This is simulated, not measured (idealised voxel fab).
Name of the process module below: voxel wiring stack
FYI the section here is cut, 265 nm wide, cells are 5 nm squares.
Cross-sections here: square-cell grids, written as top-down lists of bands, a band being one or more rows of cells.
Per band: top height and bottom height in nm, followed by the left-to-right materials and their widths in nm; "everywhere" marks a single material spanning edge to edge, "empty" marks empty space.
We count height from 0. Below that, the starting wafer is all one material. The lowest band never ends at the bottom but goes on down; see "z 0 and below" for how that is written.
A width such as "30->40" changes by the same amount from each row of cells to the next, from the band's top row to its bottom row.
"no alterations made" after a step means that no cell of the cross-section changed.
What "Enclosed void entries" gives you is every empty space of 8 cells or more that is cut off from the top. Each appears as width x height at distance, with the distance taken from the left edge and width, height and distance all in nm.
On a step's line, text after the settings is the simulator commenting on that step.
Regarding "overlay nm": on a step with a mask, it is the distance the mask lay to the right of its planned place; a negative value places it to the left.
**Set out below are the planned steps of the process**
1) RECEIVE | material Si
2) CONFORMAL_DEP | material SiO2 | thk nm 10
3) CONFORMAL_DEP | material SiCN | thk nm 5
4) DIRECTIONAL_DEP | material lowk | thk nm 25
5) PATTERN | tone open | mask id METAL_1 | material resist | width nm 20 | pitch nm 45 | thk nm 20 | overlay nm 0
6) DIRECTIONAL_ETCH | etch materials lowk | depth nm 25
7) DIRECTIONAL_ETCH | etch materials SiCN | depth nm 5
8) STRIP | etch materials resist
9) CONFORMAL_DEP | material TiN | thk nm 5
10) FILL_DEP | material Cu | thk nm 10
11) CMP | height nm 40
12) CONFORMAL_DEP | material SiCN | thk nm 5
13) DIRECTIONAL_DEP | material lowk | thk nm 30
14) MASKED_ETCH | tone open | mask id METAL_2 | width nm 20 | pitch nm 45 | etch materials lowk | depth nm 15 | overlay nm 0
15) DIRECTIONAL_DEP | material aC | thk nm 10
16) PATTERN | tone open | mask id METAL_2_HOLES | material resist | width nm 15 | pitch nm 45 | thk nm 30 | overlay nm 0
17) DIRECTIONAL_ETCH | etch materials aC | depth nm 10
18) STRIP | etch materials resist
19) DIRECTIONAL_ETCH | etch materials lowk | depth nm 15
20) DIRECTIONAL_ETCH | etch materials SiCN | depth nm 5
21) STRIP | etch materials aC
22) CONFORMAL_DEP | material TiN | thk nm 5
23) FILL_DEP | material Cu | thk nm 10
24) CMP | height nm 75
25) CONFORMAL_DEP | material SiCN | thk nm 5
26) DIRECTIONAL_DEP | material SiO2 | thk nm 15
27) DIRECTIONAL_DEP | material aC | thk nm 15
28) PATTERN | tone open | mask id PLUG_2 | material resist | width nm 15 | pitch nm 90 | thk nm 35 | overlay nm 0
29) DIRECTIONAL_ETCH | etch materials aC | depth nm 15
30) STRIP | etch materials resist
31) DIRECTIONAL_ETCH | etch materials SiO2 | depth nm 15
32) DIRECTIONAL_ETCH | etch materials SiCN | depth nm 5
33) STRIP | etch materials aC
34) EPI | material Ru | thk nm 10
35) EPI | material Ru | thk nm 10
36) DIRECTIONAL_DEP | material TiN | thk nm 5
37) DIRECTIONAL_DEP | material Ru | thk nm 25
38) MASKED_ETCH | tone cover | mask id METAL_3 | width nm 20 | pitch nm 45 | etch materials Ru | depth nm 25 | overlay nm 0
39) MASKED_ETCH | tone cover | mask id METAL_3 | width nm 20 | pitch nm 45 | etch materials TiN | depth nm 5 | overlay nm 0
40) FILL_DEP | material SiO2 | thk nm 10
41) CMP | height nm 125
42) CONFORMAL_DEP | material SiCN | thk nm 5
43) DIRECTIONAL_DEP | material lowk | thk nm 25
44) MASKED_ETCH | tone open | mask id METAL_4_HOLES | width nm 15 | pitch nm 45 | etch materials lowk | depth nm 25 | overlay nm 0
45) PATTERN | tone open | mask id METAL_4 | material resist | width nm 20 | pitch nm 45 | thk nm 15 | overlay nm -15
46) DIRECTIONAL_ETCH | etch materials lowk | depth nm 15
47) DIRECTIONAL_ETCH | etch materials SiCN | depth nm 5
48) STRIP | etch materials resist
49) CONFORMAL_DEP | material TiN | thk nm 5
50) FILL_DEP | material Cu | thk nm 10
51) CMP | height nm 155
52) CONFORMAL_DEP | material SiN | thk nm 5
Keep in mind the plan's value for the overlay nm of step 45 comes from the first wafer; the wafers don't share that setting, but they do share the same starting point.
**First of several wafers (as received, post step 1), cross-sectional view**
z 0 and below  Si everywhere
Enclosed void entries: none
**Per wafer (row), end of module: delta in cells per material since receipt, (+) for gained, (-) for lost; closed voids after that**
overlay nm -15, +112 Cu, +104 Ru, +174 SiCN, +53 SiN, +469 SiO2, +196 TiN, +588 lowk, Enclosed void entries: none
overlay nm -10, +104 Cu, +104 Ru, +170 SiCN, +53 SiN, +469 SiO2, +196 TiN, +600 lowk, Enclosed void entries: none
overlay nm -5, +100 Cu, +104 Ru, +166 SiCN, +53 SiN, +469 SiO2, +192 TiN, +612 lowk, Enclosed void entries: none
overlay nm 0, +100 Cu, +104 Ru, +166 SiCN, +53 SiN, +469 SiO2, +192 TiN, +612 lowk, Enclosed void entries: none
overlay nm 5, +104 Cu, +104 Ru, +170 SiCN, +53 SiN, +469 SiO2, +196 TiN, +600 lowk, Enclosed void entries: none
overlay nm 10, +112 Cu, +104 Ru, +174 SiCN, +53 SiN, +469 SiO2, +196 TiN, +588 lowk, Enclosed void entries: none
overlay nm 15, +120 Cu, +104 Ru, +178 SiCN, +53 SiN, +469 SiO2, +196 TiN, +576 lowk, Enclosed void entries: none
